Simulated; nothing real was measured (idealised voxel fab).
process module | voxel wiring stack
cross-section cut | 140 nm wide | cells 5 nm
A cross-section is a grid of square cells, given in bands from the top down. A band is one or more rows of cells.
Each band's line starts with the height of the band's top and of its bottom, in nm. Then come its materials from left to right, each with its width in nm. One material with "throughout" fills the band from edge to edge. "air" is empty space.
Height 0 is the level under which the wafer as received is all one material. The lowest band goes on downwards, as in "0 down".
A width such as "30 to 40" changes by the same amount from each row of cells to the next, from the band's top row to its bottom row.
"no change" after a step means that no cell of the cross-section changed.
closed voids: empty space of 8 cells or more with no open way to the top, each as width x height at its distance from the left edge, in nm
after a step's settings: what the simulator itself notes on the step
overlay nm, on a step with a mask: how far to the right of its planned place the mask lay; to the left if negative
plan
1 op RECEIVE | material Si
2 op CONFORMAL_DEP | material SiO2 | thk nm 10
3 op CONFORMAL_DEP | material SiN | thk nm 5
4 op DIRECTIONAL_DEP | material lowk | thk nm 15
5 op PATTERN | tone open | mask id METAL_1 | material resist | width nm 30 | pitch nm 50 | thk nm 20 | overlay nm 0
6 op DIRECTIONAL_ETCH | etch materials lowk | depth nm 15
7 op DIRECTIONAL_ETCH | etch materials SiN | depth nm 5
8 op STRIP | etch materials resist
9 op CONFORMAL_DEP | material TiN | thk nm 5
10 op FILL_DEP | material Cu | thk nm 5
11 op CMP | height nm 30
12 op CONFORMAL_DEP | material SiCN | thk nm 5
13 op DIRECTIONAL_DEP | material SiO2 | thk nm 30
14 op MASKED_ETCH | tone open | mask id METAL_2_HOLES | width nm 15 | pitch nm 50 | etch materials SiO2 | depth nm 30 | overlay nm 0
15 op DIRECTIONAL_DEP | material aC | thk nm 15
16 op PATTERN | tone open | mask id METAL_2 | material resist | width nm 30 | pitch nm 50 | thk nm 30 | overlay nm 0
17 op DIRECTIONAL_ETCH | etch materials aC | depth nm 15
18 op STRIP | etch materials resist
19 op DIRECTIONAL_ETCH | etch materials SiO2 | depth nm 15
20 op DIRECTIONAL_ETCH | etch materials SiCN | depth nm 5
21 op STRIP | etch materials aC
22 op CONFORMAL_DEP | material TiN | thk nm 5
23 op FILL_DEP | material Cu | thk nm 5
24 op CMP | height nm 65
25 op CONFORMAL_DEP | material SiCN | thk nm 5
26 op DIRECTIONAL_DEP | material lowk | thk nm 10
27 op PATTERN | tone open | mask id PLUG_2 | material resist | width nm 15 | pitch nm 50 | thk nm 15 | overlay nm 0
28 op DIRECTIONAL_ETCH | etch materials lowk | depth nm 10
29 op DIRECTIONAL_ETCH | etch materials SiCN | depth nm 5
30 op STRIP | etch materials resist
31 op EPI | material Ru | thk nm 10
32 op EPI | material Ru | thk nm 5
33 op CONFORMAL_DEP | material SiCN | thk nm 5
34 op DIRECTIONAL_DEP | material lowk | thk nm 15
35 op PATTERN | tone open | mask id METAL_3 | material resist | width nm 30 | pitch nm 50 | thk nm 20 | overlay nm 0
36 op DIRECTIONAL_ETCH | etch materials lowk | depth nm 15
37 op DIRECTIONAL_ETCH | etch materials SiCN | depth nm 5
38 op STRIP | etch materials resist
39 op CONFORMAL_DEP | material TiN | thk nm 5
40 op FILL_DEP | material Ru | thk nm 5
41 op CMP | height nm 100
42 op EPI | material Ru | thk nm 5
43 op FILL_DEP | material SiCN | thk nm 5
44 op DIRECTIONAL_DEP | material lowk | thk nm 30
45 op PATTERN | tone open | mask id METAL_4_HOLES | material resist | width nm 15 | thk nm 20 | overlay nm 0
46 op DIRECTIONAL_ETCH | etch materials lowk | depth nm 30
47 op STRIP | etch materials resist
48 op PATTERN | tone open | mask id METAL_4 | material resist | width nm 20 | pitch nm 50 | thk nm 15 | overlay nm 0
49 op DIRECTIONAL_ETCH | etch materials lowk | depth nm 15
50 op DIRECTIONAL_ETCH | etch materials SiCN | depth nm 5
51 op STRIP | etch materials resist
52 op CONFORMAL_DEP | material TiN | thk nm 5
53 op FILL_DEP | material Cu | thk nm 10
54 op CMP | height nm 140
55 op CONFORMAL_DEP | material SiN | thk nm 5
varied across the wafers: width nm of step 48. The plan shows the first wafer's value. All wafers start alike
first wafer as received, after step 1
  0 down: Si throughout
  closed voids: none
first wafer at the end, after step 55
  145 to 140: SiN throughout
  140 to 130: lowk 30 | TiN 5 | Cu 15 | TiN 5 | lowk 30 | TiN 5 | Cu 10 | TiN 5 | lowk 35
  130 to 125: lowk 30 | TiN 5 | Cu 5 | TiN 15 | lowk 30 | TiN 20 | lowk 35
  125 to 115: lowk 30 | TiN 5 | Cu 5 | TiN 5 | lowk 95
  115 to 110: lowk 30 | TiN 15 | lowk 95
  110 to 105: SiCN 35 | TiN 10 | SiCN 95
  105 to 100: SiCN 25 | Ru 40 | SiCN 10 | Ru 40 | SiCN 25
  100 to 85: lowk 30 | TiN 5 | Ru 20 | TiN 5 | lowk 20 | TiN 5 | Ru 20 | TiN 5 | lowk 30
  85 to 80: SiCN 30 | TiN 30 | SiCN 20 | TiN 30 | SiCN 30
  80 to 70: lowk 30 | Ru 15 | lowk 35 | Ru 15 | lowk 45
  70 to 65: SiCN 30 | Ru 15 | SiCN 35 | Ru 15 | SiCN 45
  65 to 55: SiO2 30 | TiN 5 | Cu 20 | TiN 5 | SiO2 20 | TiN 5 | Cu 20 | TiN 5 | SiO2 30
  55 to 50: SiO2 30 | TiN 5 | Cu 5 | TiN 20 | SiO2 20 | TiN 5 | Cu 5 | TiN 20 | SiO2 30
  50 to 35: SiO2 30 | TiN 5 | Cu 5 | TiN 5 | SiO2 35 | TiN 5 | Cu 5 | TiN 5 | SiO2 45
  35 to 30: SiCN 30 | TiN 15 | SiCN 35 | TiN 15 | SiCN 45
  30 to 15: lowk 30 | TiN 5 | Cu 20 | TiN 5 | lowk 20 | TiN 5 | Cu 20 | TiN 5 | lowk 30
  15 to 10: SiN 30 | TiN 30 | SiN 20 | TiN 30 | SiN 30
  10 to 0: SiO2 throughout
  0 down: Si throughout
  closed voids: none
last wafer at the end
  145 to 140: SiN throughout
  140 to 130: lowk 30 | TiN 5 | Cu 25 | TiN 5 | lowk 15 | TiN 5 | Cu 25 | TiN 5 | lowk 25
  130 to 125: lowk 30 | TiN 5 | Cu 5 | TiN 25 | lowk 15 | TiN 35 | lowk 25
  125 to 110: lowk 30 | TiN 5 | Cu 5 | TiN 5 | lowk 95
  110 to 105: SiCN 30 | TiN 15 | SiCN 95
  105 to 100: SiCN 25 | Ru 40 | SiCN 10 | Ru 40 | SiCN 25
  100 to 85: lowk 30 | TiN 5 | Ru 20 | TiN 5 | lowk 20 | TiN 5 | Ru 20 | TiN 5 | lowk 30
  85 to 80: SiCN 30 | TiN 30 | SiCN 20 | TiN 30 | SiCN 30
  80 to 70: lowk 30 | Ru 15 | lowk 35 | Ru 15 | lowk 45
  70 to 65: SiCN 30 | Ru 15 | SiCN 35 | Ru 15 | SiCN 45
  65 to 55: SiO2 30 | TiN 5 | Cu 20 | TiN 5 | SiO2 20 | TiN 5 | Cu 20 | TiN 5 | SiO2 30
  55 to 50: SiO2 30 | TiN 5 | Cu 5 | TiN 20 | SiO2 20 | TiN 5 | Cu 5 | TiN 20 | SiO2 30
  50 to 35: SiO2 30 | TiN 5 | Cu 5 | TiN 5 | SiO2 35 | TiN 5 | Cu 5 | TiN 5 | SiO2 45
  35 to 30: SiCN 30 | TiN 15 | SiCN 35 | TiN 15 | SiCN 45
  30 to 15: lowk 30 | TiN 5 | Cu 20 | TiN 5 | lowk 20 | TiN 5 | Cu 20 | TiN 5 | lowk 30
  15 to 10: SiN 30 | TiN 30 | SiN 20 | TiN 30 | SiN 30
  10 to 0: SiO2 throughout
  0 down: Si throughout
  closed voids: none
each wafer at the end: cells of each material gained (+) or lost (-) since it was received, then its closed voids
width nm 20 | +61 Cu | +58 Ru | +98 SiCN | +44 SiN | +170 SiO2 | +109 TiN | +272 lowk | closed voids: none
width nm 25 | +65 Cu | +58 Ru | +98 SiCN | +44 SiN | +170 SiO2 | +111 TiN | +266 lowk | closed voids: none
width nm 30 | +68 Cu | +58 Ru | +97 SiCN | +44 SiN | +170 SiO2 | +112 TiN | +263 lowk | closed voids: none
width nm 35 | +72 Cu | +58 Ru | +97 SiCN | +44 SiN | +170 SiO2 | +114 TiN | +257 lowk | closed voids: none
